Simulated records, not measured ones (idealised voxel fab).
process module | voxel lift off
cross-section cut | 275 nm wide | cells 5 nm
A cross-section is a grid of square cells, given in bands from the top down. A band is one or more rows of cells.
Each band's line starts with the height of the band's top and of its bottom, in nm. Then come its materials from left to right, each with its width in nm. One material with "throughout" fills the band from edge to edge. "air" is empty space.
Height 0 is the level under which the wafer as received is all one material. The lowest band goes on downwards, as in "0 down".
A width such as "30 to 40" changes by the same amount from each row of cells to the next, from the band's top row to its bottom row.
"no change" after a step means that no cell of the cross-section changed.
closed voids: empty space of 8 cells or more with no open way to the top, each as width x height at its distance from the left edge, in nm
after a step's settings: what the simulator itself notes on the step
overlay nm, on a step with a mask: how far to the right of its planned place the mask lay; to the left if negative
plan
1 op RECEIVE | material Si
2 op CONFORMAL_DEP | material SiN | thk nm 15
3 op PATTERN | tone open | mask id LINES | material resist | width nm 30 | pitch nm 50 | thk nm 15 | overlay nm 0
4 op DIRECTIONAL_DEP | material Ru | thk nm 5
5 op STRIP | etch materials resist
6 op CONFORMAL_DEP | material SiN | thk nm 10
as received, after step 1
  0 down: Si throughout
  closed voids: none
first wafer at the end, as planned
  30 to 25: air 60 | SiN 150 | air 65
  25 to 20: SiN throughout
  20 to 15: SiN 70 | Ru 30 | SiN 20 | Ru 30 | SiN 20 | Ru 30 | SiN 75
  15 to 0: SiN throughout
  0 down: Si throughout
  closed voids: none
second wafer at the end: like start, like plan, one mistake
  30 to 25: air 70 | SiN 150 | air 55
  25 to 20: SiN throughout
  20 to 15: SiN 80 | Ru 30 | SiN 20 | Ru 30 | SiN 20 | Ru 30 | SiN 65
  15 to 0: SiN throughout
  0 down: Si throughout
  closed voids: none
what went wrong: step 3 ran as: op PATTERN | tone open | mask id LINES | material resist | width nm 30 | pitch nm 50 | thk nm 15 | overlay nm 10
at the end the second wafer has, in cells: as many of each material as the first, in other places
